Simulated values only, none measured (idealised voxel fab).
This is a process module. Its name is voxel wiring stack.
cross-section cut | 235 nm wide | cells 5 nm
Heads up, the way a cross-section reads in here is a grid of square cells, handed over as bands from the top down, with every band being one or more rows of cells. This entry defines a band. It first specifies the height of the band's top and the height of its bottom in nm, and then specifies the band's materials from left to right, stating each material with its width in nm. The word "edge to edge" identifies a single material that fills the band from edge to edge, while the word "blank" identifies empty space. Heads up on the height convention: 0 is the point under which the incoming wafer is all one material, and the lowest band has no bottom, it just keeps going down, like "z 0 and below". Note: "30 to 40" means the width goes from the first number (top row of the band) to the second number (bottom row) in equal steps per row of cells. Where the words "no alterations made" appear for a step, the cross-section shows no cell changed by that step; every cell remained as before. In the "Trapped voids" entry, you get each enclosed empty space of 8 cells or more, one with no open way to the top, written width x height at distance, distance from the left edge, in nm. Text after the settings on a step's line: the simulator's own remark on that step. overlay nm: on a step with a mask, how far right of its planned place the mask lay; negative means left.
# Steps planned for the process
1 RECEIVE with material Si
2 CONFORMAL_DEP with material SiO2, thk nm 10
3 CONFORMAL_DEP with material SiN, thk nm 5
4 DIRECTIONAL_DEP with material lowk, thk nm 25
5 DIRECTIONAL_DEP with material aC, thk nm 15
6 PATTERN with tone open, mask id METAL_1, material resist, width nm 25, pitch nm 45, thk nm 30, overlay nm 0
7 DIRECTIONAL_ETCH with etch materials aC, depth nm 15
8 STRIP with etch materials resist
9 DIRECTIONAL_ETCH with etch materials lowk, depth nm 25
10 DIRECTIONAL_ETCH with etch materials SiN, depth nm 5
11 STRIP with etch materials aC
12 CONFORMAL_DEP with material TiN, thk nm 5
13 FILL_DEP with material Ru, thk nm 10
14 CMP with height nm 40
15 CONFORMAL_DEP with material SiCN, thk nm 5
16 DIRECTIONAL_DEP with material lowk, thk nm 30
17 PATTERN with tone open, mask id METAL_2_HOLES, material resist, width nm 15, pitch nm 90, thk nm 20, overlay nm 0
18 DIRECTIONAL_ETCH with etch materials lowk, depth nm 30
19 STRIP with etch materials resist
20 PATTERN with tone open, mask id METAL_2, material resist, width nm 25, pitch nm 45, thk nm 15, overlay nm 0
21 DIRECTIONAL_ETCH with etch materials lowk, depth nm 15
22 DIRECTIONAL_ETCH with etch materials SiCN, depth nm 5
23 STRIP with etch materials resist
24 CONFORMAL_DEP with material TiN, thk nm 5
25 FILL_DEP with material Cu, thk nm 10
26 CMP with height nm 75
27 CONFORMAL_DEP with material SiCN, thk nm 5
28 DIRECTIONAL_DEP with material SiO2, thk nm 30
29 MASKED_ETCH with tone open, mask id METAL_3, width nm 25, pitch nm 45, etch materials SiO2, depth nm 15, overlay nm 0
30 PATTERN with tone open, mask id METAL_3_HOLES, material resist, width nm 15, pitch nm 90, thk nm 20, overlay nm 0
31 DIRECTIONAL_ETCH with etch materials SiO2, depth nm 15
32 DIRECTIONAL_ETCH with etch materials SiCN, depth nm 5
33 STRIP with etch materials resist
34 CONFORMAL_DEP with material TiN, thk nm 5
35 FILL_DEP with material Ru, thk nm 5
36 CMP with height nm 100
37 CONFORMAL_DEP with material SiN, thk nm 5
Wafer-to-wafer difference: height nm, step 36. Common start. Plan = first wafer's value.
# Here's the first of the wafers in cross-section, just as we got it, i.e. after step 1
    z 0 and below = Si edge to edge
    Trapped voids: none
# Cross-section of the first of several wafers once the module has run through its last step, step 37
    z 105 to 100 = SiN edge to edge
    z 100 to 95 = 60 SiO2  5 TiN  5 Ru  15 TiN  20 SiO2  25 TiN  20 SiO2  5 TiN  5 Ru  15 TiN  60 SiO2
    z 95 to 80 = 60 SiO2  5 TiN  5 Ru  5 TiN  75 SiO2  5 TiN  5 Ru  5 TiN  70 SiO2
    z 80 to 75 = 60 SiCN  15 TiN  75 SiCN  15 TiN  70 SiCN
    z 75 to 65 = 60 lowk  5 TiN  15 Cu  5 TiN  20 lowk  5 TiN  15 Cu  5 TiN  20 lowk  5 TiN  15 Cu  5 TiN  60 lowk
    z 65 to 60 = 60 lowk  5 TiN  5 Cu  15 TiN  20 lowk  25 TiN  20 lowk  5 TiN  5 Cu  15 TiN  60 lowk
    z 60 to 45 = 60 lowk  5 TiN  5 Cu  5 TiN  75 lowk  5 TiN  5 Cu  5 TiN  70 lowk
    z 45 to 40 = 60 SiCN  15 TiN  75 SiCN  15 TiN  70 SiCN
    z 40 to 15 = 60 lowk  5 TiN  15 Ru  5 TiN  20 lowk  5 TiN  15 Ru  5 TiN  20 lowk  5 TiN  15 Ru  5 TiN  60 lowk
    z 15 to 10 = 60 SiN  25 TiN  20 SiN  25 TiN  20 SiN  25 TiN  60 SiN
    z 10 to 0 = SiO2 edge to edge
    z 0 and below = Si edge to edge
    Trapped voids: none
# last wafer at the end
    z 125 to 120 = SiN edge to edge
    z 120 to 115 = Ru edge to edge
    z 115 to 110 = 65 TiN  15 Ru  30 TiN  15 Ru  30 TiN  15 Ru  65 TiN
    z 110 to 100 = 60 SiO2  5 TiN  15 Ru  5 TiN  20 SiO2  5 TiN  15 Ru  5 TiN  20 SiO2  5 TiN  15 Ru  5 TiN  60 SiO2
    z 100 to 95 = 60 SiO2  5 TiN  5 Ru  15 TiN  20 SiO2  25 TiN  20 SiO2  5 TiN  5 Ru  15 TiN  60 SiO2
    z 95 to 80 = 60 SiO2  5 TiN  5 Ru  5 TiN  75 SiO2  5 TiN  5 Ru  5 TiN  70 SiO2
    z 80 to 75 = 60 SiCN  15 TiN  75 SiCN  15 TiN  70 SiCN
    z 75 to 65 = 60 lowk  5 TiN  15 Cu  5 TiN  20 lowk  5 TiN  15 Cu  5 TiN  20 lowk  5 TiN  15 Cu  5 TiN  60 lowk
    z 65 to 60 = 60 lowk  5 TiN  5 Cu  15 TiN  20 lowk  25 TiN  20 lowk  5 TiN  5 Cu  15 TiN  60 lowk
    z 60 to 45 = 60 lowk  5 TiN  5 Cu  5 TiN  75 lowk  5 TiN  5 Cu  5 TiN  70 lowk
    z 45 to 40 = 60 SiCN  15 TiN  75 SiCN  15 TiN  70 SiCN
    z 40 to 15 = 60 lowk  5 TiN  15 Ru  5 TiN  20 lowk  5 TiN  15 Ru  5 TiN  20 lowk  5 TiN  15 Ru  5 TiN  60 lowk
    z 15 to 10 = 60 SiN  25 TiN  20 SiN  25 TiN  20 SiN  25 TiN  60 SiN
    z 10 to 0 = SiO2 edge to edge
    z 0 and below = Si edge to edge
    Trapped voids: none
# Note: the following table is arranged by wafer, a row apiece. Each row reports the end-of-module state: per material, cells gained (+) or cells lost (-) compared with the wafer as received; closed voids follow
height nm 100 | +26 Cu | +53 Ru | +82 SiCN | +79 SiN | +249 SiO2 | +119 TiN | +379 lowk | Trapped voids: none
height nm 105 | +26 Cu | +62 Ru | +82 SiCN | +79 SiN | +281 SiO2 | +125 TiN | +379 lowk | Trapped voids: none
height nm 110 | +26 Cu | +71 Ru | +82 SiCN | +79 SiN | +313 SiO2 | +131 TiN | +379 lowk | Trapped voids: none
height nm 115 | +26 Cu | +80 Ru | +82 SiCN | +79 SiN | +313 SiO2 | +169 TiN | +379 lowk | Trapped voids: none
height nm 120 | +26 Cu | +127 Ru | +82 SiCN | +79 SiN | +313 SiO2 | +169 TiN | +379 lowk | Trapped voids: none
